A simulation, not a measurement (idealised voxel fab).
process module | voxel trench capacitor
245 nm wide, 5 nm square cells: that's cross-section cut.
Bands, listed from the top down, are how a cross-section gets written in this document; the cross-section itself is a grid of square cells, and a band is one or more rows of them.
First you get the band's top height and its bottom height, in nm, and then the materials it's made of, left to right, with each width in nm. If you see a single material with "everywhere", that one covers the band edge to edge. "blank" is empty space.
Heads up on the height convention: 0 is the point under which the incoming wafer is all one material, and the lowest band has no bottom, it just keeps going down, like "0 -> down".
Per-row width for "30..40": begins at first number (top row of band), ends at second number (bottom row), increment between rows held constant.
It should be understood that the words "nothing got changed", when stated for a given step, signify that the cross-section underwent no change in any of its cells during that step.
Look at "Sealed void list" for the closed voids: empty spaces with no open path to the top, sized 8 cells or up. Each is width x height at distance, distance from the left edge, all nm.
The remark found on a step's line after its settings is issued by the simulator itself and pertains to that step.
"overlay nm" answers the question of how far to the right of plan the mask lay on a step that has a mask, and when it is negative the answer is to the left.
[Here's what the planned process steps look like]
1: RECEIVE [material Si]
2: CONFORMAL_DEP [material SiN] [thk nm 5]
3: PATTERN [tone open] [mask id TRENCH] [material resist] [width nm 30] [pitch nm 45] [thk nm 15] [overlay nm 0]
4: DIRECTIONAL_ETCH [etch materials SiN] [depth nm 5]
5: DIRECTIONAL_ETCH [etch materials Si] [depth nm 40]
6: STRIP [etch materials resist]
7: CONFORMAL_DEP [material HfO2] [thk nm 5]
8: CONFORMAL_DEP [material TiN] [thk nm 5]
9: FILL_DEP [material W] [thk nm 5]
10: CMP [height nm 5]
Be aware that, although all wafers share a common starting state, the thk nm at step 8 differs among them, and the plan displays the first wafer's value.
[Received wafers, first of several: cross-section after step 1]
> 0 -> down: Si everywhere
> Sealed void list: none
[End of module, by wafer: material-by-material cell gain (+) or loss (-) since receipt, then closed voids]
thk nm 5; +88 HfO2; -192 Si; +25 SiN; +72 TiN; +56 W; Sealed void list: none
thk nm 10; +88 HfO2; -192 Si; +25 SiN; +128 TiN; Sealed void list: none
thk nm 15; +88 HfO2; -192 Si; +25 SiN; +128 TiN; Sealed void list: none
thk nm 20; +88 HfO2; -192 Si; +25 SiN; +128 TiN; Sealed void list: none
